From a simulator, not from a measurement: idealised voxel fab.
Process module name: voxel capacitor over wiring
For reference, the cross-section in this document is cut, with width 275 nm and square cells of 5 nm.
Cross-section format: a grid of square cells, given as bands from top to bottom; each band is one or more rows of cells. It is stipulated that each band's entry specify, in nanometres, the height of the top of the band and then that of its bottom, followed by the materials of the band in left-to-right sequence, each together with its width in nanometres. A single material marked by the word "all across" is understood to fill the band from edge to edge; the word "empty" is understood to denote empty space. Heights are reckoned from 0. Under this level, the received wafer is all of one material. The bottommost band is open-ended downward, for example "0 -> down". The width entry "30->40" should be interpreted row by row: the top row of cells in the band takes the first number, the bottom row takes the second number, and the change between adjacent rows is uniform throughout. Basically "nothing different" means that step didn't change any cell in the cross-section. Enclosed voids (no open way to top), threshold 8 cells or more, entry "Sealed voids", notation width x height at distance, distance from left edge, nm. Post-settings text on a step line: simulator's own remark regarding the step. You can add "overlay nm" to a step's line. For a step with a mask, it describes how far the mask lay to the right of its planned position, and a negative number describes a lay to the left.
# List of planned process steps
1: op RECEIVE | material Si
2: op CONFORMAL_DEP | material SiO2 | thk nm 15
3: op DIRECTIONAL_DEP | material TiN | thk nm 5
4: op DIRECTIONAL_DEP | material W | thk nm 20
5: op MASKED_ETCH | tone cover | mask id METAL_1 | width nm 30 | pitch nm 95 | etch materials W | depth nm 20 | overlay nm 0
6: op MASKED_ETCH | tone cover | mask id METAL_1 | width nm 30 | pitch nm 95 | etch materials TiN | depth nm 5 | overlay nm 0
7: op CONFORMAL_DEP | material SiCN | thk nm 5
8: op FILL_DEP | material lowk | thk nm 10
9: op CMP | height nm 40
10: op CONFORMAL_DEP | material SiCN | thk nm 5
11: op DIRECTIONAL_DEP | material SiO2 | thk nm 15
12: op PATTERN | tone open | mask id PLUG_1 | material resist | width nm 15 | thk nm 20 | overlay nm 0
13: op DIRECTIONAL_ETCH | etch materials SiO2 | depth nm 15
14: op DIRECTIONAL_ETCH | etch materials SiCN | depth nm 5
15: op STRIP | etch materials resist
16: op CONFORMAL_DEP | material TiN | thk nm 5
17: op FILL_DEP | material Cu | thk nm 5
18: op CMP | height nm 60
19: op DIRECTIONAL_DEP | material TiN | thk nm 5
20: op DIRECTIONAL_DEP | material Al2O3 | thk nm 5
21: op DIRECTIONAL_DEP | material TiN | thk nm 10
22: op DIRECTIONAL_DEP | material aC | thk nm 10
23: op PATTERN | tone cover | mask id UPPER_PLATE | material resist | width nm 70 | thk nm 30 | overlay nm 0
24: op DIRECTIONAL_ETCH | etch materials aC | depth nm 10
25: op STRIP | etch materials resist
26: op DIRECTIONAL_ETCH | etch materials TiN | depth nm 10
27: op DIRECTIONAL_ETCH | etch materials Al2O3 | depth nm 5
28: op STRIP | etch materials aC
29: op MASKED_ETCH | tone cover | mask id LOWER_PLATE | width nm 80 | etch materials TiN | depth nm 5 | overlay nm 0
30: op FILL_DEP | material SiO2 | thk nm 20
31: op CMP | height nm 95
32: op DIRECTIONAL_DEP | material aC | thk nm 10
33: op PATTERN | tone open | mask id PLUG_2 | material resist | width nm 15 | thk nm 30 | overlay nm 0
34: op DIRECTIONAL_ETCH | etch materials aC | depth nm 10
35: op STRIP | etch materials resist
36: op DIRECTIONAL_ETCH | etch materials SiO2 | depth nm 15
37: op STRIP | etch materials aC
38: op CONFORMAL_DEP | material TiN | thk nm 5
39: op FILL_DEP | material Ru | thk nm 5
40: op CMP | height nm 95
41: op CONFORMAL_DEP | material SiCN | thk nm 5
# Incoming wafer in cross-section (state: after step 1)
    0 -> down | Si all across
    Sealed voids: none
# Looking at the first of two wafers in cross-section at end of module - ran to plan
    100 -> 95 | SiCN all across
    95 -> 85 | 100 nm SiO2 | 5 nm TiN | 5 nm Ru | 5 nm TiN | 160 nm SiO2
    85 -> 80 | 100 nm SiO2 | 15 nm TiN | 160 nm SiO2
    80 -> 70 | 90 nm SiO2 | 70 nm TiN | 115 nm SiO2
    70 -> 65 | 90 nm SiO2 | 70 nm Al2O3 | 115 nm SiO2
    65 -> 60 | 85 nm SiO2 | 80 nm TiN | 110 nm SiO2
    60 -> 45 | 90 nm SiO2 | 5 nm TiN | 5 nm Cu | 5 nm TiN | 170 nm SiO2
    45 -> 40 | 90 nm SiCN | 15 nm TiN | 170 nm SiCN
    40 -> 20 | 70 nm lowk | 5 nm SiCN | 30 nm W | 5 nm SiCN | 55 nm lowk | 5 nm SiCN | 30 nm W | 5 nm SiCN | 70 nm lowk
    20 -> 15 | 75 nm SiCN | 30 nm TiN | 65 nm SiCN | 30 nm TiN | 75 nm SiCN
    15 -> 0 | SiO2 all across
    0 -> down | Si all across
    Sealed voids: none
# Second of two wafers, module complete, sectioned: it shares the first wafer's start and plan but was run with one mistake
    100 -> 95 | SiCN all across
    95 -> 85 | 100 nm SiO2 | 5 nm TiN | 5 nm Ru | 5 nm TiN | 160 nm SiO2
    85 -> 80 | 100 nm SiO2 | 15 nm TiN | 160 nm SiO2
    80 -> 70 | 90 nm SiO2 | 70 nm TiN | 115 nm SiO2
    70 -> 65 | 90 nm SiO2 | 70 nm Al2O3 | 115 nm SiO2
    65 -> 60 | 85 nm SiO2 | 80 nm TiN | 110 nm SiO2
    60 -> 45 | 90 nm SiO2 | 5 nm TiN | 5 nm Cu | 5 nm TiN | 170 nm SiO2
    45 -> 40 | 90 nm SiCN | 15 nm TiN | 170 nm SiCN
    40 -> 35 | 70 nm lowk | 40 nm SiCN | 55 nm lowk | 40 nm SiCN | 70 nm lowk
    35 -> 20 | 70 nm lowk | 5 nm SiCN | 30 nm W | 5 nm SiCN | 55 nm lowk | 5 nm SiCN | 30 nm W | 5 nm SiCN | 70 nm lowk
    20 -> 15 | 75 nm SiCN | 30 nm TiN | 65 nm SiCN | 30 nm TiN | 75 nm SiCN
    15 -> 0 | SiO2 all across
    0 -> down | Si all across
    Sealed voids: none
Plan not followed: step 4 did not use the planned setting and instead ran as op DIRECTIONAL_DEP | material W | thk nm 15
Count the cells at the end and the second wafer has more or fewer of some materials than the first: SiCN: 12 more, W: 12 fewer
